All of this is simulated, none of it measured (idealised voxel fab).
voxel trench capacitor: a process module
The figure presents cross-section cut, which has a width of 250 nm and is divided into square cells with an edge length of 5 nm.
When this document writes out a cross-section, it uses a grid of square cells and lists it as bands, beginning at the top and moving down, with a band standing for one or more rows of cells. Band: top height; bottom height; in nm. Then, left to right: material with width in nm, for each material. "throughout": a single material spanning edge to edge. "air": empty space. Height 0 is the level under which the wafer as received is all one material. The lowest band goes on downwards, as in "0 down". A width such as "30->40" changes by the same amount from each row of cells to the next, from the band's top row to its bottom row. Where the words "no change" appear for a step, the cross-section shows no cell changed by that step; every cell remained as before. "Trapped cavities" means: voids of 8 cells or more that are shut off from the top with no open way through. Written width x height at distance, distance from the left edge, in nm. Whatever follows a step's settings on its line is a remark the simulator itself makes about that step. "overlay nm" on a masked step: distance the mask lay right of its planned place, negative for left.

# Steps planned for the process
- 1: RECEIVE (material Si)
- 2: CONFORMAL_DEP (material SiN; thk nm 10)
- 3: PATTERN (tone open; mask id TRENCH; material resist; width nm 20; pitch nm 40; thk nm 20; overlay nm 0)
- 4: DIRECTIONAL_ETCH (etch materials SiN; depth nm 10)
- 5: DIRECTIONAL_ETCH (etch materials Si; depth nm 35)
- 6: STRIP (etch materials resist)
- 7: CONFORMAL_DEP (material Al2O3; thk nm 5)
- 8: FILL_DEP (material polySi; thk nm 5)
- 9: CMP (height nm 10)

# Wafer cross-section on receipt, i.e. after step 1
  0 down: Si throughout
  Trapped cavities: none

# Cross-section: first of two wafers, module finished, run according to plan
  10 to 0: SiN (95), Al2O3 (5), polySi (10), Al2O3 (5), SiN (20), Al2O3 (5), polySi (10), Al2O3 (5), SiN (95)
  0 to -30: Si (95), Al2O3 (5), polySi (10), Al2O3 (5), Si (20), Al2O3 (5), polySi (10), Al2O3 (5), Si (95)
  -30 to -35: Si (95), Al2O3 (20), Si (20), Al2O3 (20), Si (95)
  -35 down: Si throughout
  Trapped cavities: none

# Cross-section at end of module for the second wafer of two, which matched the first in starting point and plan and differed by one mistake in its processing
  10 to 0: polySi (90), Al2O3 (5), SiN (20), Al2O3 (5), polySi (10), Al2O3 (5), SiN (20), Al2O3 (5), polySi (90)
  0 to -30: polySi (90), Al2O3 (5), Si (20), Al2O3 (5), polySi (10), Al2O3 (5), Si (20), Al2O3 (5), polySi (90)
  -30 to -35: Al2O3 (95), Si (20), Al2O3 (20), Si (20), Al2O3 (95)
  -35 down: Si throughout
  Trapped cavities: none
Deviation from plan: step 3 was run on a setting that differed from the plan, and what really ran there is PATTERN (tone cover; mask id TRENCH; material resist; width nm 20; pitch nm 40; thk nm 20; overlay nm 0)
It is noted that, at the conclusion of processing, the second wafer exhibits a higher or lower cell count for certain materials relative to the first: 34 more of Al2O3 | 238 fewer of Si | 68 fewer of SiN | 272 more of polySi
